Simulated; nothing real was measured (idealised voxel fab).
process module | voxel self aligned vias
cross-section cut | 235 nm wide | cells 5 nm
A cross-section is a grid of square cells, given in bands from the top down. A band is one or more rows of cells.
Each band's line starts with the height of the band's top and of its bottom, in nm. Then come its materials from left to right, each with its width in nm. One material with "throughout" fills the band from edge to edge. "air" is empty space.
Height 0 is the level under which the wafer as received is all one material. The lowest band goes on downwards, as in "0 down".
A width such as "30 to 40" changes by the same amount from each row of cells to the next, from the band's top row to its bottom row.
"no change" after a step means that no cell of the cross-section changed.
closed voids: empty space of 8 cells or more with no open way to the top, each as width x height at its distance from the left edge, in nm
after a step's settings: what the simulator itself notes on the step
overlay nm, on a step with a mask: how far to the right of its planned place the mask lay; to the left if negative
plan
1 op RECEIVE | material Si
2 op CONFORMAL_DEP | material SiO2 | thk nm 10
3 op CONFORMAL_DEP | material SiCN | thk nm 5
4 op DIRECTIONAL_DEP | material lowk | thk nm 20
5 op PATTERN | tone open | mask id LINES | material resist | width nm 25 | pitch nm 65 | thk nm 15 | overlay nm 0
6 op DIRECTIONAL_ETCH | etch materials lowk | depth nm 20
7 op STRIP | etch materials resist
8 op CONFORMAL_DEP | material TiN | thk nm 5
9 op FILL_DEP | material Ru | thk nm 5
10 op CMP | height nm 35
11 op SELECTIVE_ETCH | etch materials W Ru TiN | depth nm 10
12 op FILL_DEP | material SiN | thk nm 10
13 op CMP | height nm 35
14 op DIRECTIONAL_DEP | material lowk | thk nm 20
15 op DIRECTIONAL_DEP | material aC | thk nm 10
16 op PATTERN | tone open | mask id VIAS | material resist | width nm 35 | thk nm 30 | overlay nm 0
17 op DIRECTIONAL_ETCH | etch materials aC | depth nm 10
18 op STRIP | etch materials resist
19 op DIRECTIONAL_ETCH | etch materials lowk | depth nm 20
20 op DIRECTIONAL_ETCH | etch materials SiN | depth nm 10
21 op STRIP | etch materials aC
22 op CONFORMAL_DEP | material TiN | thk nm 5
23 op FILL_DEP | material W | thk nm 10
24 op CMP | height nm 55
25 op CONFORMAL_DEP | material SiN | thk nm 5
as received, after step 1
  0 down: Si throughout
  closed voids: none
first wafer at the end, as planned
  60 to 55: SiN throughout
  55 to 40: lowk 65 | TiN 5 | W 25 | TiN 5 | lowk 135
  40 to 35: lowk 65 | TiN 10 | W 15 | TiN 10 | lowk 135
  35 to 30: lowk 70 | TiN 5 | W 15 | TiN 5 | lowk 40 | SiN 25 | lowk 75
  30 to 25: lowk 70 | TiN 25 | lowk 40 | SiN 25 | lowk 75
  25 to 20: lowk 70 | TiN 5 | Ru 15 | TiN 5 | lowk 40 | TiN 5 | Ru 15 | TiN 5 | lowk 75
  20 to 15: lowk 70 | TiN 25 | lowk 40 | TiN 25 | lowk 75
  15 to 10: SiCN throughout
  10 to 0: SiO2 throughout
  0 down: Si throughout
  closed voids: none
second wafer at the end: like start, like plan, one mistake
  60 to 55: SiN throughout
  55 to 40: lowk 65 | TiN 5 | W 25 | TiN 5 | lowk 135
  40 to 35: lowk 65 | TiN 15 | W 5 | TiN 15 | lowk 135
  35 to 30: lowk 75 | TiN 5 | W 5 | TiN 5 | lowk 50 | SiN 15 | lowk 80
  30 to 25: lowk 75 | TiN 15 | lowk 50 | SiN 15 | lowk 80
  25 to 20: lowk 75 | TiN 5 | Ru 5 | TiN 5 | lowk 50 | TiN 5 | Ru 5 | TiN 5 | lowk 80
  20 to 15: lowk 75 | TiN 15 | lowk 50 | TiN 15 | lowk 80
  15 to 10: SiCN throughout
  10 to 0: SiO2 throughout
  0 down: Si throughout
  closed voids: none
what went wrong: step 5 ran as: op PATTERN | tone open | mask id LINES | material resist | width nm 15 | pitch nm 65 | thk nm 15 | overlay nm 0
at the end the second wafer has, in cells: 4 fewer of Ru | 4 fewer of SiN | 4 fewer of TiN | 4 fewer of W | 16 more of lowk
